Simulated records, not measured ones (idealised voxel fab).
Process module heading - voxel self aligned vias
Xsec cut, 235 nm wide, square cell size 5 nm.
Cross-section layout: square cells on a grid; listed as bands, top to bottom; a band spans one or more cell rows.
The entry gives the band's vertical extent as a top height and a bottom height in nm, then its horizontal make-up as materials from left to right, each with a width in nm. "empty" stands for empty space; a single material marked "full width" fills the band edge to edge.
Convention: height 0 is the level below which the wafer, as received, is all one material. The lowest band does not terminate at the bottom but continues downward, represented as "from 0 down".
Think of "30..40" as a width that walks from the first number to the second as you go down the band, top row to bottom row, taking equal-sized steps from row to row.
"same as before" after a step means that no cell of the cross-section changed.
This entry, "Closed cavities", enumerates those empty regions of no fewer than 8 cells that possess no open connection to the top. Each region is reported in the form width x height at distance, the distance being taken from the left edge, with all three quantities expressed in nm.
Step line, after settings: the simulator's comment on this step.
overlay nm: on a step with a mask, how far right of its planned place the mask lay; negative means left.

### Process steps foreseen in the plan
1. RECEIVE,material Si
2. CONFORMAL_DEP,material SiO2,thk nm 15
3. CONFORMAL_DEP,material SiCN,thk nm 5
4. DIRECTIONAL_DEP,material lowk,thk nm 30
5. DIRECTIONAL_DEP,material aC,thk nm 15
6. PATTERN,tone open,mask id LINES,material resist,width nm 20,pitch nm 60,thk nm 35,overlay nm 0
7. DIRECTIONAL_ETCH,etch materials aC,depth nm 15
8. STRIP,etch materials resist
9. DIRECTIONAL_ETCH,etch materials lowk,depth nm 30
10. STRIP,etch materials aC
11. CONFORMAL_DEP,material TiN,thk nm 5
12. FILL_DEP,material Ru,thk nm 5
13. CMP,height nm 50
14. SELECTIVE_ETCH,etch materials W Ru TiN,depth nm 5
15. FILL_DEP,material SiN,thk nm 5
16. CMP,height nm 40
17. DIRECTIONAL_DEP,material lowk,thk nm 20
18. PATTERN,tone open,mask id VIAS,material resist,width nm 30,pitch nm 60,thk nm 15,overlay nm 0
19. DIRECTIONAL_ETCH,etch materials lowk,depth nm 20
20. DIRECTIONAL_ETCH,etch materials SiN,depth nm 5
21. STRIP,etch materials resist
22. CONFORMAL_DEP,material TiN,thk nm 5
23. FILL_DEP,material Cu,thk nm 10
24. CMP,height nm 70
25. CONFORMAL_DEP,material SiCN,thk nm 5
The value of height nm given for step 16 in the plan refers to the first wafer; the wafers vary in this setting and are alike at the start.

### Received wafers, first of several: cross-section after step 1
  from 0 down = Si full width
  Closed cavities: none

### The cross-section of the first of several wafers is given below for the end of the module, after its final step, step 25
  from 75 to 70 = SiCN full width
  from 70 to 65 = Cu full width
  from 65 to 60 = TiN 75 nm; Cu 20 nm; TiN 40 nm; Cu 20 nm; TiN 80 nm
  from 60 to 45 = lowk 70 nm; TiN 5 nm; Cu 20 nm; TiN 5 nm; lowk 30 nm; TiN 5 nm; Cu 20 nm; TiN 5 nm; lowk 75 nm
  from 45 to 40 = lowk 70 nm; TiN 30 nm; lowk 30 nm; TiN 30 nm; lowk 75 nm
  from 40 to 25 = lowk 75 nm; TiN 5 nm; Ru 10 nm; TiN 5 nm; lowk 40 nm; TiN 5 nm; Ru 10 nm; TiN 5 nm; lowk 80 nm
  from 25 to 20 = lowk 75 nm; TiN 20 nm; lowk 40 nm; TiN 20 nm; lowk 80 nm
  from 20 to 15 = SiCN full width
  from 15 to 0 = SiO2 full width
  from 0 down = Si full width
  Closed cavities: none

### The final wafer, sectioned at module end
  from 75 to 70 = SiCN full width
  from 70 to 55 = lowk 70 nm; TiN 5 nm; Cu 20 nm; TiN 5 nm; lowk 30 nm; TiN 5 nm; Cu 20 nm; TiN 5 nm; lowk 75 nm
  from 55 to 50 = SiN 70 nm; TiN 30 nm; SiN 30 nm; TiN 30 nm; SiN 75 nm
  from 50 to 45 = lowk 75 nm; SiN 20 nm; lowk 40 nm; SiN 20 nm; lowk 80 nm
  from 45 to 25 = lowk 75 nm; TiN 5 nm; Ru 10 nm; TiN 5 nm; lowk 40 nm; TiN 5 nm; Ru 10 nm; TiN 5 nm; lowk 80 nm
  from 25 to 20 = lowk 75 nm; TiN 20 nm; lowk 40 nm; TiN 20 nm; lowk 80 nm
  from 20 to 15 = SiCN full width
  from 15 to 0 = SiO2 full width
  from 0 down = Si full width
  Closed cavities: none

### Below, a row for every wafer. Read it as the end-of-module picture: for each material the wafer shows its cells gained (+) or lost (-) since it was received, and then its closed voids
height nm 40 | +79 Cu | +12 Ru | +94 SiCN | +141 SiO2 | +83 TiN | +296 lowk | Closed cavities: none
height nm 45 | +32 Cu | +16 Ru | +94 SiCN | +141 SiO2 | +87 TiN | +335 lowk | Closed cavities: none
height nm 50 | +28 Cu | +16 Ru | +94 SiCN | +141 SiO2 | +52 TiN | +374 lowk | Closed cavities: none
height nm 55 | +24 Cu | +16 Ru | +94 SiCN | +43 SiN | +141 SiO2 | +48 TiN | +339 lowk | Closed cavities: none
